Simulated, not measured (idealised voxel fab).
This is a process module. Its name is voxel capacitor over wiring.
Square cells of 5 nm make up the cross-section cut, whose width is 275 nm.
Each cross-section below is a grid of square cells, stated as bands in top-down order, with one or more rows of cells making up each band.
Read a band's entry like this: the first values are the height of its top and the height of its bottom in nm, and what follows is the sequence of materials from left to right, each with its width in nm. Note that "blank" is empty space, and that a single material marked "all across" reaches across the band from edge to edge.
Height datum 0, below which the as-received substrate wafer is one material. Lowest band open at the bottom, running downward: "0 down".
Note: "30..40" means the width goes from the first number (top row of the band) to the second number (bottom row) in equal steps per row of cells.
Where the words "everything unchanged" appear for a step, the cross-section shows no cell changed by that step; every cell remained as before.
Look at "Closed void list" for the closed voids: empty spaces with no open path to the top, sized 8 cells or up. Each is width x height at distance, distance from the left edge, all nm.
Note: text after step settings on the step line = simulator remark on that step.
"overlay nm" answers the question of how far to the right of plan the mask lay on a step that has a mask, and when it is negative the answer is to the left.

THE STEPS PLANNED FOR THE PROCESS ARE AS FOLLOWS
1) RECEIVE: material Si
2) CONFORMAL_DEP: material SiO2, thk nm 15
3) DIRECTIONAL_DEP: material TiN, thk nm 5
4) DIRECTIONAL_DEP: material Ru, thk nm 20
5) MASKED_ETCH: tone cover, mask id METAL_1, width nm 20, pitch nm 90, etch materials Ru, depth nm 20, overlay nm 0
6) MASKED_ETCH: tone cover, mask id METAL_1, width nm 20, pitch nm 90, etch materials TiN, depth nm 5, overlay nm 0
7) FILL_DEP: material SiO2, thk nm 5
8) CMP: height nm 40
9) CONFORMAL_DEP: material SiCN, thk nm 5
10) DIRECTIONAL_DEP: material lowk, thk nm 20
11) PATTERN: tone open, mask id PLUG_1, material resist, width nm 15, thk nm 20, overlay nm 0
12) DIRECTIONAL_ETCH: etch materials lowk, depth nm 20
13) DIRECTIONAL_ETCH: etch materials SiCN, depth nm 5
14) STRIP: etch materials resist
15) CONFORMAL_DEP: material TiN, thk nm 5
16) FILL_DEP: material Cu, thk nm 10
17) CMP: height nm 65
18) DIRECTIONAL_DEP: material TiN, thk nm 10
19) DIRECTIONAL_DEP: material SiN, thk nm 5
20) DIRECTIONAL_DEP: material TiN, thk nm 5
21) MASKED_ETCH: tone cover, mask id UPPER_PLATE, width nm 75, etch materials TiN, depth nm 5, overlay nm 0
22) MASKED_ETCH: tone cover, mask id UPPER_PLATE, width nm 75, etch materials SiN, depth nm 5, overlay nm 0
23) MASKED_ETCH: tone cover, mask id LOWER_PLATE, width nm 85, etch materials TiN, depth nm 10, overlay nm 0
24) FILL_DEP: material SiO2, thk nm 15
25) CMP: height nm 95
26) PATTERN: tone open, mask id PLUG_2, material resist, width nm 15, thk nm 20, overlay nm 0
27) DIRECTIONAL_ETCH: etch materials SiO2, depth nm 10
28) STRIP: etch materials resist
29) CONFORMAL_DEP: material TiN, thk nm 5
30) FILL_DEP: material W, thk nm 5
31) CMP: height nm 95
32) CONFORMAL_DEP: material SiCN, thk nm 5

CROSS-SECTIONAL VIEW OF THE WAFER IN ITS AS-RECEIVED CONDITION, CORRESPONDING TO THE STATE AFTER STEP 1
0 down  Si all across
Closed void list: none

THE FOLLOWING CROSS-SECTION DEPICTS THE WAFER UPON CONCLUSION OF THE MODULE. PROCESSING COMMENCED FROM THE STARTING CONDITION ILLUSTRATED ABOVE AND ADHERED TO THE PLAN ILLUSTRATED ABOVE, SAVE FOR ONE MISTAKE IN EXECUTION
100 to 95  SiCN all across
95 to 90  SiO2=95 / TiN=5 / W=5 / TiN=5 / SiO2=165
90 to 80  SiO2=95..85 / TiN=15..75 / SiO2=165..115
80 to 75  SiO2=85 / SiN=75 / SiO2=115
75 to 65  SiO2=80 / TiN=85 / SiO2=110
65 to 50  lowk=85 / TiN=5 / Cu=5 / TiN=5 / lowk=175
50 to 45  lowk=85 / TiN=15 / lowk=175
45 to 40  W all across
40 to 20  SiO2=80 / Ru=20 / SiO2=70 / Ru=20 / SiO2=85
20 to 15  SiO2=80 / TiN=20 / SiO2=70 / TiN=20 / SiO2=85
15 to 0  SiO2 all across
0 down  Si all across
Closed void list: none
It is concluded that the wafer was processed incorrectly with respect to the plan, in that step 9 was processed under conditions differing from the plan, specifically as CONFORMAL_DEP: material W, thk nm 5
